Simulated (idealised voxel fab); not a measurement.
Process module, titled voxel quadruple lines
The figure presents cross-section cut, which has a width of 170 nm and is divided into square cells with an edge length of 5 nm.
In what follows, cross-sections appear as grids of square cells, described through bands that run from the top down, where every band is one or more rows of cells.
Band: top height; bottom height; in nm. Then, left to right: material with width in nm, for each material. "edge to edge": a single material spanning edge to edge. "air": empty space.
Below 0: as-received wafer, all one material; heights counted from there. Lowest band: no bottom, goes on down, written "0..down".
It should be noted that a width expressed as "30->40" varies in equal increments from row to row of cells within the band, taking the value of the first number at the top row and that of the second number at the bottom row.
Given "remained unchanged" for a step, no cell of the cross-section differs between before and after that step.
"Closed void inventory" means: voids of 8 cells or more that are shut off from the top with no open way through. Written width x height at distance, distance from the left edge, in nm.
Where a step's line continues beyond its settings, the continuation is a remark by the simulator itself on that step.
Among the settings permitted on a step's line is "overlay nm"; applied to a step with a mask, it specifies the extent to which the mask lay to the right of its planned position, whereas a negative figure signifies a position to the left.
# Planned step list for the process
1) RECEIVE [material Si]
2) CONFORMAL_DEP [material SiO2] [thk nm 10]
3) DIRECTIONAL_DEP [material TiN] [thk nm 15]
4) DIRECTIONAL_DEP [material polySi] [thk nm 20]
5) DIRECTIONAL_DEP [material aC] [thk nm 25]
6) PATTERN [tone cover] [mask id MANDREL] [material resist] [width nm 35] [thk nm 35] [overlay nm 0]
7) DIRECTIONAL_ETCH [etch materials aC] [depth nm 25]
8) STRIP [etch materials resist]
9) CONFORMAL_DEP [material SiO2] [thk nm 15]
10) DIRECTIONAL_ETCH [etch materials SiO2] [depth nm 15]
11) STRIP [etch materials aC]
12) DIRECTIONAL_ETCH [etch materials polySi] [depth nm 20]
13) STRIP [etch materials SiO2]
14) CONFORMAL_DEP [material SiCN] [thk nm 10]
15) DIRECTIONAL_ETCH [etch materials SiCN] [depth nm 10]
16) STRIP [etch materials polySi]
17) DIRECTIONAL_ETCH [etch materials TiN] [depth nm 5]
18) STRIP [etch materials SiCN]
19) FILL_DEP [material SiO2] [thk nm 10]
20) CMP [height nm 25]
Split variable: depth nm, step 17. Plan value = first wafer. Wafers start alike.
# Cross-section: the first of several wafers in its as-received state, i.e. following step 1
* 0..down  Si edge to edge
* Closed void inventory: none
# The table below has one row for each wafer; a row shows, as of the end of the module, how many cells of each material the wafer has gained, marked (+), or lost, marked (-), since it was received, and then the wafer's closed voids
depth nm 5 | +94 SiO2 | +76 TiN | Closed void inventory: none
depth nm 10 | +120 SiO2 | +50 TiN | Closed void inventory: none
depth nm 15 | +146 SiO2 | +24 TiN | Closed void inventory: none
depth nm 20 | +146 SiO2 | +24 TiN | Closed void inventory: none
depth nm 25 | +146 SiO2 | +24 TiN | Closed void inventory: none
depth nm 30 | +146 SiO2 | +24 TiN | Closed void inventory: none
